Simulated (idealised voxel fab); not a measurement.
This is a process module. Its name is voxel self aligned vias.
Each square cell in cross-section cut measures 5 nm, and the section as a whole is 255 nm wide.
A cross-section is a grid of square cells, given in bands from the top down. A band is one or more rows of cells.
Heights first: top, then bottom, in nm. Then materials, left to right, each with a width in nm. "throughout" on a single material: fills the band edge to edge. "empty": empty space.
For the purposes of this specification, 0 denotes the height below which the wafer in its as-received condition is composed wholly of one material, and the lowermost band, lacking a lower limit, extends downward without end, as expressed in "from 0 down".
Width "30..40": first value at the band's top row of cells, second value at its bottom row, equal change from row to row.
"nothing different" -> step changed no cross-section cell.
Basically, "Unvented voids" tells you about the enclosed voids: empty spaces with no open way to the top, 8 cells or bigger, each written width x height at distance, where distance is from the left edge, all in nm.
That trailing text on a step's line, after the settings, is the simulator's own remark on the step.
Regarding "overlay nm": on a step with a mask, it is the distance the mask lay to the right of its planned place; a negative value places it to the left.

**These are the steps we planned for the process**
| 1 | RECEIVE | material Si |
| 2 | CONFORMAL_DEP | material SiO2 | thk nm 10 |
| 3 | CONFORMAL_DEP | material SiCN | thk nm 5 |
| 4 | DIRECTIONAL_DEP | material lowk | thk nm 25 |
| 5 | DIRECTIONAL_DEP | material aC | thk nm 10 |
| 6 | PATTERN | tone open | mask id LINES | material resist | width nm 25 | pitch nm 65 | thk nm 25 | overlay nm 0 |
| 7 | DIRECTIONAL_ETCH | etch materials aC | depth nm 10 |
| 8 | STRIP | etch materials resist |
| 9 | DIRECTIONAL_ETCH | etch materials lowk | depth nm 25 |
| 10 | STRIP | etch materials aC |
| 11 | CONFORMAL_DEP | material TiN | thk nm 5 |
| 12 | FILL_DEP | material W | thk nm 10 |
| 13 | CMP | height nm 40 |
| 14 | SELECTIVE_ETCH | etch materials W Ru TiN | depth nm 5 |
| 15 | FILL_DEP | material SiN | thk nm 5 |
| 16 | CMP | height nm 40 |
| 17 | DIRECTIONAL_DEP | material lowk | thk nm 15 |
| 18 | MASKED_ETCH | tone open | mask id VIAS | width nm 45 | pitch nm 130 | etch materials lowk | depth nm 15 | overlay nm 0 |
| 19 | MASKED_ETCH | tone open | mask id VIAS | width nm 45 | pitch nm 130 | etch materials SiN | depth nm 5 | overlay nm 0 |
| 20 | CONFORMAL_DEP | material TiN | thk nm 5 |
| 21 | FILL_DEP | material Ru | thk nm 5 |
| 22 | CMP | height nm 55 |
| 23 | CONFORMAL_DEP | material SiN | thk nm 5 |

**So this is the incoming wafer in cross-section - it's already been through step 1**
	from 0 down | Si throughout
	Unvented voids: none

**Cross-section, first of two wafers, end of module, run as planned**
	from 60 to 55 | SiN throughout
	from 55 to 45 | 40 nm lowk | 5 nm TiN | 35 nm Ru | 5 nm TiN | 85 nm lowk | 5 nm TiN | 35 nm Ru | 5 nm TiN | 40 nm lowk
	from 45 to 40 | 40 nm lowk | 15 nm TiN | 15 nm Ru | 15 nm TiN | 85 nm lowk | 15 nm TiN | 15 nm Ru | 15 nm TiN | 40 nm lowk
	from 40 to 35 | 50 nm lowk | 25 nm TiN | 40 nm lowk | 25 nm SiN | 40 nm lowk | 25 nm TiN | 50 nm lowk
	from 35 to 20 | 50 nm lowk | 5 nm TiN | 15 nm W | 5 nm TiN | 40 nm lowk | 5 nm TiN | 15 nm W | 5 nm TiN | 40 nm lowk | 5 nm TiN | 15 nm W | 5 nm TiN | 50 nm lowk
	from 20 to 15 | 50 nm lowk | 25 nm TiN | 40 nm lowk | 25 nm TiN | 40 nm lowk | 25 nm TiN | 50 nm lowk
	from 15 to 10 | SiCN throughout
	from 10 to 0 | SiO2 throughout
	from 0 down | Si throughout
	Unvented voids: none

**Cross-sectional view of the second of two wafers upon completion of the module. This wafer shared its starting condition and process plan with the first; one error was made during its execution**
	from 60 to 55 | SiN throughout
	from 55 to 45 | 30 nm lowk | 5 nm TiN | 35 nm Ru | 5 nm TiN | 85 nm lowk | 5 nm TiN | 35 nm Ru | 5 nm TiN | 50 nm lowk
	from 45 to 40 | 30 nm lowk | 25 nm TiN | 15 nm Ru | 5 nm TiN | 85 nm lowk | 25 nm TiN | 15 nm Ru | 5 nm TiN | 50 nm lowk
	from 40 to 35 | 50 nm lowk | 25 nm TiN | 40 nm lowk | 25 nm SiN | 40 nm lowk | 25 nm TiN | 50 nm lowk
	from 35 to 20 | 50 nm lowk | 5 nm TiN | 15 nm W | 5 nm TiN | 40 nm lowk | 5 nm TiN | 15 nm W | 5 nm TiN | 40 nm lowk | 5 nm TiN | 15 nm W | 5 nm TiN | 50 nm lowk
	from 20 to 15 | 50 nm lowk | 25 nm TiN | 40 nm lowk | 25 nm TiN | 40 nm lowk | 25 nm TiN | 50 nm lowk
	from 15 to 10 | SiCN throughout
	from 10 to 0 | SiO2 throughout
	from 0 down | Si throughout
	Unvented voids: none
It is concluded that the wafer was processed incorrectly with respect to the plan, in that for step 18, the planned setting was not used; the step was instead run as MASKED_ETCH | tone open | mask id VIAS | width nm 45 | pitch nm 130 | etch materials lowk | depth nm 15 | overlay nm -10
Both wafers, final: cells per material equal; arrangement not.
